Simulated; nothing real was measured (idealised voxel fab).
You're looking at the process module voxel tone inversion.
Section shown: cut. Width: 290 nm. Cell size: 5 nm, square.
We lay out every cross-section as a grid of square cells and spell it out in bands from the top down, where one band means one or more rows of cells. First you get the band's top height and its bottom height, in nm, and then the materials it's made of, left to right, with each width in nm. If you see a single material with "edge to edge", that one covers the band edge to edge. "blank" is empty space. Below 0: as-received wafer, all one material; heights counted from there. Lowest band: no bottom, goes on down, written "from 0 down". Width "30..40": first value at the band's top row of cells, second value at its bottom row, equal change from row to row. Key: "no change occurred" - step with no changed cell in the cross-section. Entry "Closed-off voids" = empty spaces >= 8 cells with no open way to the top; each as width x height at distance, distance from left edge, all nm. after a step's settings: what the simulator itself notes on the step. overlay nm: for a step with a mask, the amount by which the mask lay right of where it was planned; a negative amount means left of it.

The following list gives the planned process steps:
1) RECEIVE with material Si
2) CONFORMAL_DEP with material SiCN, thk nm 5
3) DIRECTIONAL_DEP with material polySi, thk nm 15
4) PATTERN with tone cover, mask id POSTS, material resist, width nm 20, pitch nm 45, thk nm 25, overlay nm 0
5) DIRECTIONAL_ETCH with etch materials polySi, depth nm 15
6) STRIP with etch materials resist
7) FILL_DEP with material SiO2, thk nm 10
8) CMP with height nm 20
9) STRIP with etch materials polySi

Incoming wafer in cross-section (state: after step 1):
* from 0 down = Si edge to edge
* Closed-off voids: none

The first of two wafers, cross-sectioned at the end of the module, with the run proceeding as planned:
* from 20 to 5 = 110 of SiO2 | 20 of blank | 25 of SiO2 | 20 of blank | 115 of SiO2
* from 5 to 0 = SiCN edge to edge
* from 0 down = Si edge to edge
* Closed-off voids: none

Cross-sectional view of the second of two wafers upon completion of the module. This wafer shared its starting condition and process plan with the first; one error was made during its execution:
* from 20 to 15 = SiCN edge to edge
* from 15 to 0 = polySi edge to edge
* from 0 down = Si edge to edge
* Closed-off voids: none
Plan not followed: transposition of steps 2 and 3 relative to the planned sequence
Once processing is complete, comparing cell counts shows that the second wafer has more or fewer of certain materials than the first: -150 SiO2, +174 polySi
